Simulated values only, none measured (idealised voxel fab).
process module | voxel wiring stack
cross-section cut | 235 nm wide | cells 5 nm
A cross-section is a grid of square cells, given in bands from the top down. A band is one or more rows of cells.
Each band's line starts with the height of the band's top and of its bottom, in nm. Then come its materials from left to right, each with its width in nm. One material with "throughout" fills the band from edge to edge. "air" is empty space.
Height 0 is the level under which the wafer as received is all one material. The lowest band goes on downwards, as in "0 down".
A width such as "30 to 40" changes by the same amount from each row of cells to the next, from the band's top row to its bottom row.
"no change" after a step means that no cell of the cross-section changed.
closed voids: empty space of 8 cells or more with no open way to the top, each as width x height at its distance from the left edge, in nm
after a step's settings: what the simulator itself notes on the step
overlay nm, on a step with a mask: how far to the right of its planned place the mask lay; to the left if negative
plan
1 op RECEIVE | material Si
2 op CONFORMAL_DEP | material SiO2 | thk nm 10
3 op DIRECTIONAL_DEP | material TiN | thk nm 5
4 op DIRECTIONAL_DEP | material Ru | thk nm 15
5 op DIRECTIONAL_DEP | material aC | thk nm 15
6 op PATTERN | tone cover | mask id METAL_1 | material resist | width nm 20 | pitch nm 50 | thk nm 30 | overlay nm 0
7 op DIRECTIONAL_ETCH | etch materials aC | depth nm 15
8 op STRIP | etch materials resist
9 op DIRECTIONAL_ETCH | etch materials Ru | depth nm 15
10 op DIRECTIONAL_ETCH | etch materials TiN | depth nm 5
11 op STRIP | etch materials aC
12 op CONFORMAL_DEP | material SiCN | thk nm 5
13 op FILL_DEP | material SiO2 | thk nm 5
14 op CMP | height nm 30
15 op CONFORMAL_DEP | material SiCN | thk nm 5
16 op DIRECTIONAL_DEP | material SiO2 | thk nm 15
17 op DIRECTIONAL_DEP | material aC | thk nm 10
18 op PATTERN | tone open | mask id PLUG_1 | material resist | width nm 15 | pitch nm 50 | thk nm 25 | overlay nm 0
19 op DIRECTIONAL_ETCH | etch materials aC | depth nm 10
20 op STRIP | etch materials resist
21 op DIRECTIONAL_ETCH | etch materials SiO2 | depth nm 15
22 op DIRECTIONAL_ETCH | etch materials SiCN | depth nm 5
23 op STRIP | etch materials aC
24 op CONFORMAL_DEP | material TiN | thk nm 5
25 op FILL_DEP | material Ru | thk nm 5
26 op CMP | height nm 50
27 op CONFORMAL_DEP | material SiN | thk nm 5
28 op DIRECTIONAL_DEP | material lowk | thk nm 25
29 op MASKED_ETCH | tone open | mask id METAL_2 | width nm 20 | pitch nm 50 | etch materials lowk | depth nm 25 | overlay nm 0
30 op MASKED_ETCH | tone open | mask id METAL_2 | width nm 20 | pitch nm 50 | etch materials SiN | depth nm 5 | overlay nm 0
31 op CONFORMAL_DEP | material TiN | thk nm 5
32 op FILL_DEP | material W | thk nm 5
33 op CMP | height nm 80
34 op CONFORMAL_DEP | material SiCN | thk nm 5
35 op DIRECTIONAL_DEP | material SiO2 | thk nm 30
36 op DIRECTIONAL_DEP | material aC | thk nm 10
37 op PATTERN | tone open | mask id METAL_3_HOLES | material resist | width nm 15 | thk nm 30 | overlay nm 0
38 op DIRECTIONAL_ETCH | etch materials aC | depth nm 10
39 op STRIP | etch materials resist
40 op DIRECTIONAL_ETCH | etch materials SiO2 | depth nm 30
41 op STRIP | etch materials aC
42 op MASKED_ETCH | tone open | mask id METAL_3 | width nm 20 | pitch nm 50 | etch materials SiO2 | depth nm 15 | overlay nm 0
43 op MASKED_ETCH | tone open | mask id METAL_3 | width nm 20 | pitch nm 50 | etch materials SiCN | depth nm 5 | overlay nm 0
44 op CONFORMAL_DEP | material TiN | thk nm 5
45 op FILL_DEP | material Ru | thk nm 5
46 op CMP | height nm 115
47 op CONFORMAL_DEP | material SiN | thk nm 5
as received, after step 1
  0 down: Si throughout
  closed voids: none
a wafer at the end: this start, this plan, one mistake
  120 to 115: SiN throughout
  115 to 105: SiO2 80 | TiN 5 | Ru 10 | TiN 5 | SiO2 30 | TiN 5 | Ru 10 | TiN 5 | SiO2 85
  105 to 100: SiO2 80 | TiN 5 | Ru 5 | TiN 10 | SiO2 30 | TiN 20 | SiO2 85
  100 to 85: SiO2 80 | TiN 5 | Ru 5 | TiN 5 | SiO2 140
  85 to 80: SiCN 80 | TiN 15 | SiCN 140
  80 to 75: TiN 85 | W 10 | TiN 40 | W 10 | TiN 90
  75 to 55: lowk 80 | TiN 5 | W 10 | TiN 5 | lowk 30 | TiN 5 | W 10 | TiN 5 | lowk 85
  55 to 50: SiN 80 | TiN 20 | SiN 30 | TiN 20 | SiN 85
  50 to 35: SiO2 80 | TiN 5 | Ru 5 | TiN 5 | SiO2 35 | TiN 5 | Ru 5 | TiN 5 | SiO2 90
  35 to 30: SiCN 80 | TiN 15 | SiCN 35 | TiN 15 | SiCN 90
  30 to 15: SiO2 75 | SiCN 5 | Ru 20 | SiCN 5 | SiO2 20 | SiCN 5 | Ru 20 | SiCN 5 | SiO2 80
  15 to 10: SiCN 80 | TiN 20 | SiCN 30 | TiN 20 | SiCN 85
  10 to 0: SiO2 throughout
  0 down: Si throughout
  closed voids: none
what went wrong: step 28 ran as: op DIRECTIONAL_DEP | material lowk | thk nm 20
